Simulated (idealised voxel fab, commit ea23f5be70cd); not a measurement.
Process module in this document: voxel trench capacitor
The cross-section on display is named cut; it measures 280 nm wide, and its cells are 5 nm squares.
Cross-section layout: square cells on a grid; listed as bands, top to bottom; a band spans one or more cell rows.
A band entry consists of two parts. The first gives the height of the band's top and the height of its bottom, in nm. The rest lists the band's materials from left to right, each with its width in nm. A single material labelled with the word "edge to edge" fills the band from edge to edge, and the word "blank" marks empty space.
Where do heights start? At 0: under that level the wafer as delivered is made of one material only. And the lowest band has no floor; it just carries on downward, as in "top 0, no bottom".
So if you see something like "30 to 40" for the width, read it as the top row of the band sitting at the first number and the bottom row at the second, with every row in between moving by the same amount as the last.
The cross-section has no changed cell in any step marked "same as before".
Empty spaces counting at least 8 cells and having no open way to the top are listed in "Closed void entries". The notation width x height at distance is used for each, the distance being from the left edge and all three values in nm.
Formally, on a step line, whatever follows the settings is a remark that the simulator itself makes on the step.
On any step carrying a mask, the "overlay nm" setting, if present on the step's line, tells how far right of its planned place the mask lay; negative values point to the left.
Process steps (planned):
1: RECEIVE | material Si
2: CONFORMAL_DEP | material SiN | thk nm 10
3: PATTERN | tone open | mask id TRENCH | material resist | width nm 25 | pitch nm 45 | thk nm 15 | overlay nm -15
4: DIRECTIONAL_ETCH | etch materials SiN | depth nm 10
5: DIRECTIONAL_ETCH | etch materials Si | depth nm 35
6: STRIP | etch materials resist
7: CONFORMAL_DEP | material Al2O3 | thk nm 5
8: FILL_DEP | material polySi | thk nm 10
9: CMP | height nm 10
All wafers enter the flow in the same state. The overlay nm at step 3 differs from wafer to wafer, and the plan gives the value for the first wafer.
The first of several wafers in cross-section, exactly as it reached us after step 1:
* top 0, no bottom | Si edge to edge
* Closed void entries: none
For your reference, the table is organized with a row per wafer; each row reflects the wafer at the end of the module, indicating for each material the cells gained (+) or lost (-) since receipt, and thereafter its closed voids:
overlay nm -15, +84 Al2O3, -140 Si, +72 SiN, +96 polySi, Closed void entries: none
overlay nm -10, +84 Al2O3, -140 Si, +72 SiN, +96 polySi, Closed void entries: none
overlay nm -5, +84 Al2O3, -140 Si, +72 SiN, +96 polySi, Closed void entries: none
overlay nm 0, +84 Al2O3, -140 Si, +72 SiN, +96 polySi, Closed void entries: none
overlay nm 5, +84 Al2O3, -140 Si, +72 SiN, +96 polySi, Closed void entries: none
overlay nm 10, +84 Al2O3, -140 Si, +72 SiN, +96 polySi, Closed void entries: none
overlay nm 15, +84 Al2O3, -140 Si, +72 SiN, +96 polySi, Closed void entries: none
